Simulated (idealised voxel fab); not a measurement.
process module | voxel wiring stack
cross-section cut | 210 nm wide | cells 5 nm
A cross-section is a grid of square cells, given in bands from the top down. A band is one or more rows of cells.
Each band's line starts with the height of the band's top and of its bottom, in nm. Then come its materials from left to right, each with its width in nm. One material with "throughout" fills the band from edge to edge. "air" is empty space.
Height 0 is the level under which the wafer as received is all one material. The lowest band goes on downwards, as in "0 down".
A width such as "30 to 40" changes by the same amount from each row of cells to the next, from the band's top row to its bottom row.
"no change" after a step means that no cell of the cross-section changed.
closed voids: empty space of 8 cells or more with no open way to the top, each as width x height at its distance from the left edge, in nm
after a step's settings: what the simulator itself notes on the step
overlay nm, on a step with a mask: how far to the right of its planned place the mask lay; to the left if negative
plan
1 op RECEIVE | material Si
2 op CONFORMAL_DEP | material SiO2 | thk nm 15
3 op DIRECTIONAL_DEP | material TiN | thk nm 5
4 op DIRECTIONAL_DEP | material W | thk nm 20
5 op DIRECTIONAL_DEP | material aC | thk nm 10
6 op PATTERN | tone cover | mask id METAL_1 | material resist | width nm 20 | pitch nm 40 | thk nm 25 | overlay nm 0
7 op DIRECTIONAL_ETCH | etch materials aC | depth nm 10
8 op STRIP | etch materials resist
9 op DIRECTIONAL_ETCH | etch materials W | depth nm 20
10 op DIRECTIONAL_ETCH | etch materials TiN | depth nm 5
11 op STRIP | etch materials aC
12 op CONFORMAL_DEP | material SiN | thk nm 5
13 op FILL_DEP | material lowk | thk nm 10
14 op CMP | height nm 40
15 op CONFORMAL_DEP | material SiCN | thk nm 5
16 op DIRECTIONAL_DEP | material lowk | thk nm 25
17 op PATTERN | tone open | mask id METAL_2 | material resist | width nm 20 | pitch nm 40 | thk nm 15 | overlay nm 0
18 op DIRECTIONAL_ETCH | etch materials lowk | depth nm 15
19 op STRIP | etch materials resist
20 op DIRECTIONAL_DEP | material aC | thk nm 15
21 op PATTERN | tone open | mask id METAL_2_HOLES | material resist | width nm 15 | pitch nm 80 | thk nm 30 | overlay nm 0
22 op DIRECTIONAL_ETCH | etch materials aC | depth nm 15
23 op STRIP | etch materials resist
24 op DIRECTIONAL_ETCH | etch materials lowk | depth nm 10
25 op DIRECTIONAL_ETCH | etch materials SiCN | depth nm 5
26 op STRIP | etch materials aC
27 op CONFORMAL_DEP | material TiN | thk nm 5
28 op FILL_DEP | material Cu | thk nm 10
29 op CMP | height nm 70
30 op CONFORMAL_DEP | material SiCN | thk nm 5
31 op DIRECTIONAL_DEP | material lowk | thk nm 10
32 op MASKED_ETCH | tone open | mask id PLUG_2 | width nm 15 | pitch nm 80 | etch materials lowk | depth nm 10 | overlay nm 0
33 op MASKED_ETCH | tone open | mask id PLUG_2 | width nm 15 | pitch nm 80 | etch materials SiCN | depth nm 5 | overlay nm 0
34 op CONFORMAL_DEP | material TiN | thk nm 5
35 op FILL_DEP | material Cu | thk nm 10
36 op CMP | height nm 85
37 op CONFORMAL_DEP | material SiN | thk nm 5
38 op DIRECTIONAL_DEP | material SiO2 | thk nm 20
39 op MASKED_ETCH | tone open | mask id METAL_3 | width nm 20 | pitch nm 40 | etch materials SiO2 | depth nm 20 | overlay nm 0
40 op MASKED_ETCH | tone open | mask id METAL_3 | width nm 20 | pitch nm 40 | etch materials SiN | depth nm 5 | overlay nm 0
41 op CONFORMAL_DEP | material TiN | thk nm 5
42 op FILL_DEP | material Cu | thk nm 10
43 op CMP | height nm 110
44 op CONFORMAL_DEP | material SiCN | thk nm 5
45 op DIRECTIONAL_DEP | material lowk | thk nm 35
46 op PATTERN | tone open | mask id METAL_4_HOLES | material resist | width nm 15 | pitch nm 40 | thk nm 20 | overlay nm 0
47 op DIRECTIONAL_ETCH | etch materials lowk | depth nm 35
48 op STRIP | etch materials resist
49 op DIRECTIONAL_DEP | material aC | thk nm 10
50 op PATTERN | tone open | mask id METAL_4 | material resist | width nm 20 | pitch nm 40 | thk nm 25 | overlay nm 0
51 op DIRECTIONAL_ETCH | etch materials aC | depth nm 10
52 op STRIP | etch materials resist
53 op DIRECTIONAL_ETCH | etch materials lowk | depth nm 20
54 op DIRECTIONAL_ETCH | etch materials SiCN | depth nm 5
55 op STRIP | etch materials aC
56 op CONFORMAL_DEP | material TiN | thk nm 5
57 op FILL_DEP | material Ru | thk nm 10
58 op CMP | height nm 150
59 op CONFORMAL_DEP | material SiN | thk nm 5
as received, after step 1
  0 down: Si throughout
  closed voids: none
a wafer at the end: this start, this plan, one mistake
  155 to 150: SiN throughout
  150 to 135: lowk 55 | TiN 5 | Ru 10 | TiN 5 | lowk 20 | TiN 5 | Ru 10 | TiN 5 | lowk 20 | TiN 5 | Ru 10 | TiN 5 | lowk 55
  135 to 130: lowk 55 | TiN 5 | Ru 5 | TiN 10 | lowk 20 | TiN 5 | Ru 5 | TiN 10 | lowk 20 | TiN 5 | Ru 5 | TiN 10 | lowk 55
  130 to 115: lowk 55 | TiN 5 | Ru 5 | TiN 5 | lowk 25 | TiN 5 | Ru 5 | TiN 5 | lowk 25 | TiN 5 | Ru 5 | TiN 5 | lowk 60
  115 to 110: SiCN 55 | TiN 15 | SiCN 25 | TiN 15 | SiCN 25 | TiN 15 | SiCN 60
  110 to 90: SiO2 55 | TiN 5 | Cu 10 | TiN 5 | SiO2 20 | TiN 5 | Cu 10 | TiN 5 | SiO2 20 | TiN 5 | Cu 10 | TiN 5 | SiO2 55
  90 to 85: SiN 55 | TiN 20 | SiN 20 | TiN 20 | SiN 20 | TiN 20 | SiN 55
  85 to 75: lowk 55 | TiN 5 | Cu 5 | TiN 5 | lowk 65 | TiN 5 | Cu 5 | TiN 5 | lowk 60
  75 to 70: SiCN 55 | TiN 15 | SiCN 65 | TiN 15 | SiCN 60
  70 to 60: lowk 55 | TiN 5 to 10 | Cu 10 to 5 | TiN 5 | lowk 25 | TiN 5 | Cu 5 | TiN 5 | lowk 20 | TiN 5 to 10 | Cu 10 to 5 | TiN 5 | lowk 55
  60 to 55: lowk 60 | TiN 15 | lowk 25 | TiN 15 | lowk 25 | TiN 15 | lowk 55
  55 to 45: lowk 60 | TiN 10 | lowk 70 | TiN 10 | lowk 60
  45 to 40: SiCN 60 | TiN 10 | SiCN 70 | TiN 10 | SiCN 60
  40 to 20: lowk 50 | SiN 5 | W 20 | SiN 5 | lowk 10 | SiN 5 | W 20 | SiN 5 | lowk 10 | SiN 5 | W 20 | SiN 5 | lowk 50
  20 to 15: SiN 55 | TiN 20 | SiN 20 | TiN 20 | SiN 20 | TiN 20 | SiN 55
  15 to 0: SiO2 throughout
  0 down: Si throughout
  closed voids: none
what went wrong: step 17 ran as: op PATTERN | tone open | mask id METAL_2 | material resist | width nm 15 | pitch nm 40 | thk nm 15 | overlay nm 0
